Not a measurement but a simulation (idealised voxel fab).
Herein follows the process module entitled voxel tone inversion.
175 nm wide, 5 nm square cells: that's cross-section cut.
A cross-section is a grid of square cells, given in bands from the top down. A band is one or more rows of cells.
It is stipulated that each band's entry specify, in nanometres, the height of the top of the band and then that of its bottom, followed by the materials of the band in left-to-right sequence, each together with its width in nanometres. A single material marked by the word "full width" is understood to fill the band from edge to edge; the word "blank" is understood to denote empty space.
Beneath 0, the wafer as received is one material, and that level is where height counting begins. The lowest band goes on downward without a bottom; it is written like "0 and below".
Quick explanation for "30 to 40": the width changes in equal steps down the rows of cells, from the first number in the band's top row to the second number in its bottom row.
No cell of the cross-section changed in a step that is given as "nothing altered".
Each empty space that has no open way to the top and spans at least 8 cells appears under "Closed internal voids" as width x height at distance, the distance counted from the left edge, all in nm.
Formally, on a step line, whatever follows the settings is a remark that the simulator itself makes on the step.
overlay nm: for a step with a mask, the amount by which the mask lay right of where it was planned; a negative amount means left of it.
## Process steps (planned)
1. RECEIVE: material Si
2. CONFORMAL_DEP: material SiCN, thk nm 10
3. DIRECTIONAL_DEP: material polySi, thk nm 25
4. PATTERN: tone cover, mask id POSTS, material resist, width nm 25, pitch nm 50, thk nm 35, overlay nm 0
5. DIRECTIONAL_ETCH: etch materials polySi, depth nm 25
6. STRIP: etch materials resist
7. FILL_DEP: material SiO2, thk nm 10
8. CMP: height nm 35
9. STRIP: etch materials polySi
10. CONFORMAL_DEP: material TiN, thk nm 5
11. FILL_DEP: material Cu, thk nm 10
12. CMP: height nm 35
13. CONFORMAL_DEP: material SiCN, thk nm 5
## Cross-section: wafer on arrival = after step 1
    0 and below: Si full width
    Closed internal voids: none
## Wafer cross-section at module end: first of two, run to plan
    40 down to 35: SiCN full width
    35 down to 15: SiO2=25; TiN=5; Cu=15; TiN=5; SiO2=25; TiN=5; Cu=15; TiN=5; SiO2=25; TiN=5; Cu=15; TiN=5; SiO2=25
    15 down to 10: SiO2=25; TiN=25; SiO2=25; TiN=25; SiO2=25; TiN=25; SiO2=25
    10 down to 0: SiCN full width
    0 and below: Si full width
    Closed internal voids: none
## This cross-section belongs to the second wafer of two at the end of the module; the start and the plan were shared with the first, and the run included one mistake
    40 down to 35: SiCN full width
    35 down to 25: SiO2 full width
    25 down to 0: SiO2=25; polySi=25; SiO2=25; polySi=25; SiO2=25; polySi=25; SiO2=25
    0 and below: Si full width
    Closed internal voids: none
Error vs. plan: the run left out plan step 2 entirely, so it was never executed
At the finish, the second wafer shows more or fewer cells for some materials than the first does: Cu -36, SiCN -70, SiO2 +70, TiN -39, polySi +75
